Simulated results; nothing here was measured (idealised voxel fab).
process module | voxel ribs on slabs
cross-section cut | 285 nm wide | cells 5 nm
A cross-section is a grid of square cells, given in bands from the top down. A band is one or more rows of cells.
Each band's line starts with the height of the band's top and of its bottom, in nm. Then come its materials from left to right, each with its width in nm. One material with "throughout" fills the band from edge to edge. "air" is empty space.
Height 0 is the level under which the wafer as received is all one material. The lowest band goes on downwards, as in "0 down".
A width such as "30 to 40" changes by the same amount from each row of cells to the next, from the band's top row to its bottom row.
"no change" after a step means that no cell of the cross-section changed.
closed voids: empty space of 8 cells or more with no open way to the top, each as width x height at its distance from the left edge, in nm
after a step's settings: what the simulator itself notes on the step
overlay nm, on a step with a mask: how far to the right of its planned place the mask lay; to the left if negative
plan
1 op RECEIVE | material Si
2 op DIRECTIONAL_DEP | material SiO2 | thk nm 30
3 op DIRECTIONAL_DEP | material polySi | thk nm 20
4 op PATTERN | tone cover | mask id RIB | material resist | width nm 25 | thk nm 20 | overlay nm 0
5 op DIRECTIONAL_ETCH | etch materials polySi | depth nm 5
6 op STRIP | etch materials resist
7 op DIRECTIONAL_DEP | material aC | thk nm 10
8 op PATTERN | tone cover | mask id SLAB | material resist | width nm 75 | thk nm 30 | overlay nm 0
9 op DIRECTIONAL_ETCH | etch materials aC | depth nm 10
10 op STRIP | etch materials resist
11 op DIRECTIONAL_ETCH | etch materials polySi | depth nm 15
12 op STRIP | etch materials aC
13 op FILL_DEP | material SiO2 | thk nm 25
14 op CMP | height nm 65
15 op DIRECTIONAL_DEP | material W | thk nm 10
16 op MASKED_ETCH | tone cover | mask id HEATER | width nm 35 | etch materials W | depth nm 10 | overlay nm 0
17 op CONFORMAL_DEP | material SiO2 | thk nm 5
first wafer, as planned
as received, after step 1
  0 down: Si throughout
  closed voids: none
after step 2
  30 to 0: SiO2 throughout
  below 0: unchanged
after step 3
  50 to 30: polySi throughout
  below 30: unchanged
after step 4
  70 to 50: air 130 | resist 25 | air 130
  below 50: unchanged
after step 5
  70 to 50: air 130 | resist 25 | air 130
  50 to 45: air 130 | polySi 25 | air 130
  below 45: unchanged
after step 6
  50 to 45: air 130 | polySi 25 | air 130
  below 45: unchanged
after step 7
  60 to 55: air 130 | aC 25 | air 130
  55 to 50: aC throughout
  50 to 45: aC 130 | polySi 25 | aC 130
  below 45: unchanged
after step 8
  90 to 60: air 105 | resist 75 | air 105
  60 to 55: air 105 | resist 25 | aC 25 | resist 25 | air 105
  below 55: unchanged
after step 9
  80 to 60: air 105 | resist 75 | air 105
  60 to 55: air 105 | resist 25 | aC 25 | resist 25 | air 105
  55 to 50: air 105 | aC 75 | air 105
  50 to 45: air 105 | aC 25 | polySi 25 | aC 25 | air 105
  below 45: unchanged
after step 10
  60 to 50: air 130 to 105 | aC 25 to 75 | air 130 to 105
  below 50: unchanged
after step 11
  60 to 50: air 130 to 105 | aC 25 to 75 | air 130 to 105
  50 to 45: air 105 | aC 25 | polySi 25 | aC 25 | air 105
  45 to 30: air 105 | polySi 75 | air 105
  below 30: unchanged
after step 12
  50 to 45: air 130 | polySi 25 | air 130
  below 45: unchanged
after step 13
  75 to 50: SiO2 throughout
  50 to 45: SiO2 130 | polySi 25 | SiO2 130
  45 to 30: SiO2 105 | polySi 75 | SiO2 105
  below 30: unchanged
after step 14
  65 to 50: SiO2 throughout
  below 50: unchanged
after step 15
  75 to 65: W throughout
  below 65: unchanged
after step 16
  75 to 65: air 125 | W 35 | air 125
  below 65: unchanged
after step 17
  80 to 75: air 120 | SiO2 45 | air 120
  75 to 70: air 120 | SiO2 5 | W 35 | SiO2 5 | air 120
  70 to 65: SiO2 125 | W 35 | SiO2 125
  below 65: unchanged
second wafer: like start, like plan, one mistake. Through step 16 it matches the first wafer
when step 17 should have ended: no change
what went wrong: step 17 was left out
at the end the second wafer has, in cells: 61 fewer of SiO2
